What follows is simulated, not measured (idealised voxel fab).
Documented hereafter: the process module known as voxel self aligned vias.
Section shown: cut. Width: 215 nm. Cell size: 5 nm, square.
The cross-sections in this document take the form of a grid made of square cells. They are written out as bands, in order from top to bottom. Each band consists of one or more rows of cells. Quick guide to a band line: top height, bottom height (nm) up front; then every material left to right with its width in nm. Only one material and it's marked "all across"? Then it fills the band edge to edge. And "air" just means empty space. A quick word on heights: they are counted from 0, and under that level the wafer as it came to us is one material throughout. The lowest band is different from the rest in having no bottom; it simply continues downward, written as in "top 0, no bottom". It should be noted that a width expressed as "30 to 40" varies in equal increments from row to row of cells within the band, taking the value of the first number at the top row and that of the second number at the bottom row. Step marked "nothing got changed"? Then no cell in the cross-section changed in it. "Closed void entries" - sealed voids, min. 8 cells, no opening to top; format: width x height at distance (distance from left edge; nm throughout). If you see something after the settings on a step's line, that's the simulator's own remark about that step. Steps that use a mask can have "overlay nm" on their line. It says how far the mask sat to the right of where it was meant to be. Negative means to the left.

This section lists the process steps that were planned:
step 1: RECEIVE (material Si)
step 2: CONFORMAL_DEP (material SiO2; thk nm 10)
step 3: CONFORMAL_DEP (material SiCN; thk nm 5)
step 4: DIRECTIONAL_DEP (material lowk; thk nm 20)
step 5: DIRECTIONAL_DEP (material aC; thk nm 15)
step 6: PATTERN (tone open; mask id LINES; material resist; width nm 30; pitch nm 75; thk nm 35; overlay nm 0)
step 7: DIRECTIONAL_ETCH (etch materials aC; depth nm 15)
step 8: STRIP (etch materials resist)
step 9: DIRECTIONAL_ETCH (etch materials lowk; depth nm 20)
step 10: STRIP (etch materials aC)
step 11: CONFORMAL_DEP (material TiN; thk nm 5)
step 12: FILL_DEP (material Ru; thk nm 10)
step 13: CMP (height nm 35)
step 14: SELECTIVE_ETCH (etch materials W Ru TiN; depth nm 5)
step 15: FILL_DEP (material SiN; thk nm 5)
step 16: CMP (height nm 35)
step 17: DIRECTIONAL_DEP (material lowk; thk nm 15)
step 18: DIRECTIONAL_DEP (material aC; thk nm 15)
step 19: PATTERN (tone open; mask id VIAS; material resist; width nm 50; pitch nm 75; thk nm 30; overlay nm -15)
step 20: DIRECTIONAL_ETCH (etch materials aC; depth nm 15)
step 21: STRIP (etch materials resist)
step 22: DIRECTIONAL_ETCH (etch materials lowk; depth nm 15)
step 23: DIRECTIONAL_ETCH (etch materials SiN; depth nm 5)
step 24: STRIP (etch materials aC)
step 25: CONFORMAL_DEP (material TiN; thk nm 5)
step 26: FILL_DEP (material Ru; thk nm 5)
step 27: CMP (height nm 50)
step 28: CONFORMAL_DEP (material SiCN; thk nm 5)
Be aware that, although all wafers share a common starting state, the overlay nm at step 19 differs among them, and the plan displays the first wafer's value.

After step 1, as received: first of several wafers, cross-section:
> top 0, no bottom  Si all across
> Closed void entries: none

End of module, by wafer: material-by-material cell gain (+) or loss (-) since receipt, then closed voids:
overlay nm -15 | +54 Ru | +86 SiCN | +2 SiN | +86 SiO2 | +52 TiN | +193 lowk | Closed void entries: none
overlay nm -10 | +56 Ru | +86 SiCN | +86 SiO2 | +52 TiN | +193 lowk | Closed void entries: none
overlay nm -5 | +56 Ru | +86 SiCN | +86 SiO2 | +52 TiN | +193 lowk | Closed void entries: none
overlay nm 0 | +56 Ru | +86 SiCN | +86 SiO2 | +52 TiN | +193 lowk | Closed void entries: none
overlay nm 5 | +56 Ru | +86 SiCN | +86 SiO2 | +52 TiN | +193 lowk | Closed void entries: none
overlay nm 10 | +56 Ru | +86 SiCN | +86 SiO2 | +52 TiN | +193 lowk | Closed void entries: none
overlay nm 15 | +54 Ru | +86 SiCN | +2 SiN | +86 SiO2 | +52 TiN | +193 lowk | Closed void entries: none
